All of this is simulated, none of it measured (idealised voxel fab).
voxel double patterning: a process module
Cross-sectional view cut (width: 145 nm; square cell size: 5 nm).
Cross-section format: a grid of square cells, given as bands from top to bottom; each band is one or more rows of cells. Heads up on the band format: heights come first, top then bottom, in nm. After that it's the materials left to right, each with its width in nm. A single material flagged "everywhere" fills the whole band edge to edge, and "air" means there's empty space there. Zero point of the height axis is 0; under it, received wafer = one material. Lowest band: continues down indefinitely, "z 0 and below". A width such as "30..40" changes by the same amount from each row of cells to the next, from the band's top row to its bottom row. For the purposes of this document, the phrase "nothing altered" attached to a step denotes that no cell within the cross-section was modified by that step. The entry "Unvented internal voids" lists the empty spaces that cover at least 8 cells and have no open path to the top. Each is written as width x height at distance, where the distance is measured from the left edge and all three values are in nm. What comes after the settings on a step's line is commentary from the simulator itself on that step. A step line may carry the setting "overlay nm", which, for steps involving a mask, states the distance by which the mask lay to the right of its intended position; negative values denote displacement to the left.

**So here's the lineup of process steps we planned**
1. RECEIVE | material Si
2. CONFORMAL_DEP | material SiO2 | thk nm 10
3. DIRECTIONAL_DEP | material W | thk nm 15
4. DIRECTIONAL_DEP | material SiN | thk nm 5
5. DIRECTIONAL_DEP | material aC | thk nm 15
6. PATTERN | tone open | mask id FIRST | material resist | width nm 15 | pitch nm 50 | thk nm 30 | overlay nm 0
7. DIRECTIONAL_ETCH | etch materials aC | depth nm 15
8. STRIP | etch materials resist
9. DIRECTIONAL_ETCH | etch materials SiN | depth nm 5
10. STRIP | etch materials aC
11. DIRECTIONAL_DEP | material aC | thk nm 15
12. PATTERN | tone open | mask id SECOND | material resist | width nm 15 | thk nm 30 | overlay nm 0
13. DIRECTIONAL_ETCH | etch materials aC | depth nm 15
14. STRIP | etch materials resist
15. DIRECTIONAL_ETCH | etch materials SiN | depth nm 5
16. STRIP | etch materials aC
17. DIRECTIONAL_ETCH | etch materials W | depth nm 15
18. STRIP | etch materials SiN

**As-received wafer cross-section (after step 1)**
	z 0 and below | Si everywhere
	Unvented internal voids: none

**The cross-section shown corresponds to the wafer at the conclusion of the module. The initial structure and the process plan are those presented above; however, one mistake occurred in executing the plan**
	z 25 to 10 | W=45  air=15  W=5  air=15  W=15  air=15  W=35
	z 10 to 0 | SiO2 everywhere
	z 0 and below | Si everywhere
	Unvented internal voids: none
The mistake made against the process plan was this: step 6 deviated from plan and actually ran as PATTERN | tone open | mask id FIRST | material resist | width nm 15 | pitch nm 50 | thk nm 30 | overlay nm 5
